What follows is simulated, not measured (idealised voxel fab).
Process module in this document: voxel wiring stack
Xsec cut, 160 nm wide, square cell size 5 nm.
This document writes a cross-section as a grid whose cells are square, and gives it as bands, listed from the top down; one or more rows of cells form a band. In this notation a band is specified by the heights of its top and bottom, in that order and in nm, after which its materials appear from left to right, each paired with its width in nm. The word "full width" attached to a single material means that material fills the band from edge to edge; the word "blank" stands for empty space. Note: height 0 marks the level under which the wafer is uniformly one material as received. Lowest band unbounded below, written "0 nm and below". Read "30 to 40" as a graded width: first number on top, second number at the bottom, same change between each pair of neighbouring rows. "nothing changed" (step): cross-section cells unchanged, all of them. "Unvented voids" - sealed voids, min. 8 cells, no opening to top; format: width x height at distance (distance from left edge; nm throughout). Anything after a step's settings on that line? It's the simulator's own note about the step. overlay nm: step with mask; distance mask lay right of planned place; negative value = left of planned place.

# Below is the list of planned process steps
| 1 | op RECEIVE | material Si |
| 2 | op CONFORMAL_DEP | material SiO2 | thk nm 15 |
| 3 | op CONFORMAL_DEP | material SiN | thk nm 5 |
| 4 | op DIRECTIONAL_DEP | material SiO2 | thk nm 25 |
| 5 | op PATTERN | tone open | mask id METAL_1 | material resist | width nm 25 | pitch nm 45 | thk nm 15 | overlay nm 0 |
| 6 | op DIRECTIONAL_ETCH | etch materials SiO2 | depth nm 25 |
| 7 | op DIRECTIONAL_ETCH | etch materials SiN | depth nm 5 |
| 8 | op STRIP | etch materials resist |
| 9 | op CONFORMAL_DEP | material TiN | thk nm 5 |
| 10 | op FILL_DEP | material W | thk nm 5 |
| 11 | op CMP | height nm 45 |
| 12 | op CONFORMAL_DEP | material SiCN | thk nm 5 |
| 13 | op DIRECTIONAL_DEP | material SiO2 | thk nm 30 |
| 14 | op DIRECTIONAL_DEP | material aC | thk nm 10 |
| 15 | op PATTERN | tone open | mask id METAL_2_HOLES | material resist | width nm 15 | pitch nm 90 | thk nm 30 | overlay nm 0 |
| 16 | op DIRECTIONAL_ETCH | etch materials aC | depth nm 10 |
| 17 | op STRIP | etch materials resist |
| 18 | op DIRECTIONAL_ETCH | etch materials SiO2 | depth nm 30 |
| 19 | op STRIP | etch materials aC |
| 20 | op DIRECTIONAL_DEP | material aC | thk nm 15 |
| 21 | op PATTERN | tone open | mask id METAL_2 | material resist | width nm 25 | pitch nm 45 | thk nm 35 | overlay nm 0 |
| 22 | op DIRECTIONAL_ETCH | etch materials aC | depth nm 15 |
| 23 | op STRIP | etch materials resist |
| 24 | op DIRECTIONAL_ETCH | etch materials SiO2 | depth nm 15 |
| 25 | op DIRECTIONAL_ETCH | etch materials SiCN | depth nm 5 |
| 26 | op STRIP | etch materials aC |
| 27 | op CONFORMAL_DEP | material TiN | thk nm 5 |
| 28 | op FILL_DEP | material Cu | thk nm 10 |
| 29 | op CMP | height nm 80 |
| 30 | op CONFORMAL_DEP | material SiCN | thk nm 5 |

# Cross-section of the wafer upon arrival, representing the state reached after step 1
> 0 nm and below | Si full width
> Unvented voids: none

# Result of the module, cross-sectioned: start per above, plan per above, one error in how it was run
> 85 nm to 80 nm | SiCN full width
> 80 nm to 70 nm | 20 of SiO2 / 5 of TiN / 15 of Cu / 5 of TiN / 20 of SiO2 / 5 of TiN / 15 of Cu / 5 of TiN / 20 of SiO2 / 5 of TiN / 15 of Cu / 5 of TiN / 25 of SiO2
> 70 nm to 65 nm | 20 of SiO2 / 5 of TiN / 5 of Cu / 15 of TiN / 20 of SiO2 / 25 of TiN / 20 of SiO2 / 5 of TiN / 5 of Cu / 15 of TiN / 25 of SiO2
> 65 nm to 50 nm | 20 of SiO2 / 5 of TiN / 5 of Cu / 5 of TiN / 75 of SiO2 / 5 of TiN / 5 of Cu / 5 of TiN / 35 of SiO2
> 50 nm to 45 nm | 20 of SiCN / 15 of TiN / 75 of SiCN / 15 of TiN / 35 of SiCN
> 45 nm to 35 nm | 20 of SiO2 / 5 of TiN / 15 of W / 5 of TiN / 20 of SiO2 / 5 of TiN / 15 of W / 5 of TiN / 20 of SiO2 / 5 of TiN / 15 of W / 5 of TiN / 25 of SiO2
> 35 nm to 30 nm | 20 of SiN / 25 of TiN / 20 of SiN / 25 of TiN / 20 of SiN / 25 of TiN / 25 of SiN
> 30 nm to 0 nm | SiO2 full width
> 0 nm and below | Si full width
> Unvented voids: none
what went wrong: plan step 2 was twice executed
